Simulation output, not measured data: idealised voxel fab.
process module | voxel fin reveal
cross-section cut | 295 nm wide | cells 5 nm
A cross-section is a grid of square cells, given in bands from the top down. A band is one or more rows of cells.
Each band's line starts with the height of the band's top and of its bottom, in nm. Then come its materials from left to right, each with its width in nm. One material with "throughout" fills the band from edge to edge. "air" is empty space.
Height 0 is the level under which the wafer as received is all one material. The lowest band goes on downwards, as in "0 down".
A width such as "30 to 40" changes by the same amount from each row of cells to the next, from the band's top row to its bottom row.
"no change" after a step means that no cell of the cross-section changed.
closed voids: empty space of 8 cells or more with no open way to the top, each as width x height at its distance from the left edge, in nm
after a step's settings: what the simulator itself notes on the step
overlay nm, on a step with a mask: how far to the right of its planned place the mask lay; to the left if negative
plan
1 op RECEIVE | material Si
2 op CONFORMAL_DEP | material SiN | thk nm 5
3 op MASKED_ETCH | tone cover | mask id FINS | width nm 15 | pitch nm 45 | etch materials SiN | depth nm 5 | overlay nm 0
4 op MASKED_ETCH | tone cover | mask id FINS | width nm 15 | pitch nm 45 | etch materials Si | depth nm 30 | overlay nm 0
5 op OXIDIZE | depth nm 5
6 op FILL_DEP | material SiO2 | thk nm 5
7 op CMP | height nm 5
8 op SELECTIVE_ETCH | etch materials SiO2 | depth nm 25
9 op STRIP | etch materials SiN
as received, after step 1
  0 down: Si throughout
  closed voids: none
first wafer at the end, as planned
  0 to -20: air 100 | Si 5 | air 40 | Si 5 | air 40 | Si 5 | air 100
  -20 to -35: SiO2 100 | Si 5 | SiO2 40 | Si 5 | SiO2 40 | Si 5 | SiO2 100
  -35 down: Si throughout
  closed voids: none
second wafer at the end: like start, like plan, one mistake
  0 to -20: air 100 | Si 5 | air 40 | Si 5 | air 40 | Si 5 | air 100
  -20 to -25: SiO2 70 | air 30 | Si 5 | air 40 | Si 5 | air 40 | Si 5 | air 30 | SiO2 70
  -25 to -35: SiO2 100 | Si 5 | SiO2 40 | Si 5 | SiO2 40 | Si 5 | SiO2 100
  -35 down: Si throughout
  closed voids: none
what went wrong: steps 8 and 9 were swapped
at the end the second wafer has, in cells: 28 fewer of SiO2
